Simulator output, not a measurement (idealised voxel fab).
process module | voxel wiring stack
cross-section cut | 260 nm wide | cells 5 nm
A cross-section is a grid of square cells, given in bands from the top down. A band is one or more rows of cells.
Each band's line starts with the height of the band's top and of its bottom, in nm. Then come its materials from left to right, each with its width in nm. One material with "throughout" fills the band from edge to edge. "air" is empty space.
Height 0 is the level under which the wafer as received is all one material. The lowest band goes on downwards, as in "0 down".
A width such as "30 to 40" changes by the same amount from each row of cells to the next, from the band's top row to its bottom row.
"no change" after a step means that no cell of the cross-section changed.
closed voids: empty space of 8 cells or more with no open way to the top, each as width x height at its distance from the left edge, in nm
after a step's settings: what the simulator itself notes on the step
overlay nm, on a step with a mask: how far to the right of its planned place the mask lay; to the left if negative
plan
1 op RECEIVE | material Si
2 op CONFORMAL_DEP | material SiO2 | thk nm 10
3 op DIRECTIONAL_DEP | material TiN | thk nm 5
4 op DIRECTIONAL_DEP | material W | thk nm 20
5 op MASKED_ETCH | tone cover | mask id METAL_1 | width nm 25 | pitch nm 40 | etch materials W | depth nm 25 | overlay nm 0
6 op MASKED_ETCH | tone cover | mask id METAL_1 | width nm 25 | pitch nm 40 | etch materials TiN | depth nm 5 | overlay nm 0
7 op FILL_DEP | material lowk | thk nm 5
8 op CMP | height nm 40
9 op CONFORMAL_DEP | material SiCN | thk nm 5
10 op DIRECTIONAL_DEP | material SiO2 | thk nm 10
11 op PATTERN | tone open | mask id PLUG_1 | material resist | width nm 15 | pitch nm 40 | thk nm 15 | overlay nm 0
12 op DIRECTIONAL_ETCH | etch materials SiO2 | depth nm 10
13 op DIRECTIONAL_ETCH | etch materials SiCN | depth nm 5
14 op STRIP | etch materials resist
15 op CONFORMAL_DEP | material TiN | thk nm 5
16 op FILL_DEP | material Ru | thk nm 10
17 op CMP | height nm 55
18 op DIRECTIONAL_DEP | material TiN | thk nm 5
19 op DIRECTIONAL_DEP | material Ru | thk nm 25
20 op DIRECTIONAL_DEP | material aC | thk nm 15
21 op PATTERN | tone cover | mask id METAL_2 | material resist | width nm 25 | pitch nm 40 | thk nm 35 | overlay nm 0
22 op DIRECTIONAL_ETCH | etch materials aC | depth nm 15
23 op STRIP | etch materials resist
24 op DIRECTIONAL_ETCH | etch materials Ru | depth nm 25
25 op DIRECTIONAL_ETCH | etch materials TiN | depth nm 5
26 op STRIP | etch materials aC
27 op CONFORMAL_DEP | material SiCN | thk nm 5
28 op FILL_DEP | material SiO2 | thk nm 5
29 op CMP | height nm 85
30 op CONFORMAL_DEP | material SiCN | thk nm 5
31 op DIRECTIONAL_DEP | material lowk | thk nm 20
32 op PATTERN | tone open | mask id PLUG_2 | material resist | width nm 15 | pitch nm 80 | thk nm 20 | overlay nm 0
33 op DIRECTIONAL_ETCH | etch materials lowk | depth nm 20
34 op DIRECTIONAL_ETCH | etch materials SiCN | depth nm 5
35 op STRIP | etch materials resist
36 op CONFORMAL_DEP | material TiN | thk nm 5
37 op FILL_DEP | material Ru | thk nm 5
38 op CMP | height nm 110
39 op CONFORMAL_DEP | material SiN | thk nm 5
40 op DIRECTIONAL_DEP | material SiO2 | thk nm 15
41 op MASKED_ETCH | tone open | mask id METAL_3 | width nm 25 | pitch nm 40 | etch materials SiO2 | depth nm 15 | overlay nm 0
42 op MASKED_ETCH | tone open | mask id METAL_3 | width nm 25 | pitch nm 40 | etch materials SiN | depth nm 5 | overlay nm 0
43 op CONFORMAL_DEP | material TiN | thk nm 5
44 op FILL_DEP | material Cu | thk nm 5
45 op CMP | height nm 130
46 op CONFORMAL_DEP | material SiCN | thk nm 5
varied across the wafers: thk nm of step 4. The plan shows the first wafer's value. All wafers start alike
first wafer as received, after step 1
  0 down: Si throughout
  closed voids: none
first wafer at the end, after step 46
  135 to 130: SiCN throughout
  130 to 115: SiO2 55 | TiN 5 | Cu 15 | TiN 5 | SiO2 15 | TiN 5 | Cu 15 | TiN 5 | SiO2 15 | TiN 5 | Cu 15 | TiN 5 | SiO2 15 | TiN 5 | Cu 15 | TiN 5 | SiO2 60
  115 to 110: SiN 55 | TiN 25 | SiN 15 | TiN 25 | SiN 15 | TiN 25 | SiN 15 | TiN 25 | SiN 60
  110 to 90: lowk 55 | TiN 5 | Ru 5 | TiN 5 | lowk 65 | TiN 5 | Ru 5 | TiN 5 | lowk 110
  90 to 85: SiCN 55 | TiN 15 | SiCN 65 | TiN 15 | SiCN 110
  85 to 60: SiO2 50 | SiCN 5 | Ru 25 | SiCN 5 | SiO2 5 | SiCN 5 | Ru 25 | SiCN 5 | SiO2 5 | SiCN 5 | Ru 25 | SiCN 5 | SiO2 5 | SiCN 5 | Ru 25 | SiCN 5 | SiO2 55
  60 to 55: SiCN 55 | TiN 25 | SiCN 15 | TiN 25 | SiCN 15 | TiN 25 | SiCN 15 | TiN 25 | SiCN 60
  55 to 45: SiO2 55 | TiN 5 | Ru 5 | TiN 5 | SiO2 25 | TiN 5 | Ru 5 | TiN 5 | SiO2 25 | TiN 5 | Ru 5 | TiN 5 | SiO2 25 | TiN 5 | Ru 5 | TiN 5 | SiO2 70
  45 to 40: SiCN 55 | TiN 15 | SiCN 25 | TiN 15 | SiCN 25 | TiN 15 | SiCN 25 | TiN 15 | SiCN 70
  40 to 35: lowk throughout
  35 to 15: lowk 55 | W 25 | lowk 15 | W 25 | lowk 15 | W 25 | lowk 15 | W 25 | lowk 60
  15 to 10: lowk 55 | TiN 25 | lowk 15 | TiN 25 | lowk 15 | TiN 25 | lowk 15 | TiN 25 | lowk 60
  10 to 0: SiO2 throughout
  0 down: Si throughout
  closed voids: none
last wafer at the end
  135 to 130: SiCN throughout
  130 to 115: SiO2 55 | TiN 5 | Cu 15 | TiN 5 | SiO2 15 | TiN 5 | Cu 15 | TiN 5 | SiO2 15 | TiN 5 | Cu 15 | TiN 5 | SiO2 15 | TiN 5 | Cu 15 | TiN 5 | SiO2 60
  115 to 110: SiN 55 | TiN 25 | SiN 15 | TiN 25 | SiN 15 | TiN 25 | SiN 15 | TiN 25 | SiN 60
  110 to 90: lowk 55 | TiN 5 | Ru 5 | TiN 5 | lowk 65 | TiN 5 | Ru 5 | TiN 5 | lowk 110
  90 to 85: SiCN 55 | TiN 15 | SiCN 65 | TiN 15 | SiCN 110
  85 to 60: SiO2 50 | SiCN 5 | Ru 25 | SiCN 5 | SiO2 5 | SiCN 5 | Ru 25 | SiCN 5 | SiO2 5 | SiCN 5 | Ru 25 | SiCN 5 | SiO2 5 | SiCN 5 | Ru 25 | SiCN 5 | SiO2 55
  60 to 55: SiCN 55 | TiN 25 | SiCN 15 | TiN 25 | SiCN 15 | TiN 25 | SiCN 15 | TiN 25 | SiCN 60
  55 to 45: SiO2 55 | TiN 5 | Ru 5 | TiN 5 | SiO2 25 | TiN 5 | Ru 5 | TiN 5 | SiO2 25 | TiN 5 | Ru 5 | TiN 5 | SiO2 25 | TiN 5 | Ru 5 | TiN 5 | SiO2 70
  45 to 40: SiCN 55 | TiN 15 | SiCN 25 | TiN 15 | SiCN 25 | TiN 15 | SiCN 25 | TiN 15 | SiCN 70
  40 to 30: lowk 55 | W 25 | lowk 15 | W 25 | lowk 15 | W 25 | lowk 15 | W 25 | lowk 60
  30 to 15: W throughout
  15 to 10: TiN throughout
  10 to 0: SiO2 throughout
  0 down: Si throughout
  closed voids: none
each wafer at the end: cells of each material gained (+) or lost (-) since it was received, then its closed voids
thk nm 20 | +36 Cu | +116 Ru | +210 SiCN | +32 SiN | +400 SiO2 | +134 TiN | +80 W | +396 lowk | closed voids: none
thk nm 25 | +36 Cu | +116 Ru | +210 SiCN | +32 SiN | +400 SiO2 | +134 TiN | +100 W | +376 lowk | closed voids: none
thk nm 30 | +36 Cu | +116 Ru | +210 SiCN | +32 SiN | +400 SiO2 | +166 TiN | +132 W | +312 lowk | closed voids: none
thk nm 35 | +36 Cu | +116 Ru | +210 SiCN | +32 SiN | +400 SiO2 | +166 TiN | +164 W | +280 lowk | closed voids: none
thk nm 40 | +36 Cu | +116 Ru | +210 SiCN | +32 SiN | +400 SiO2 | +166 TiN | +196 W | +248 lowk | closed voids: none
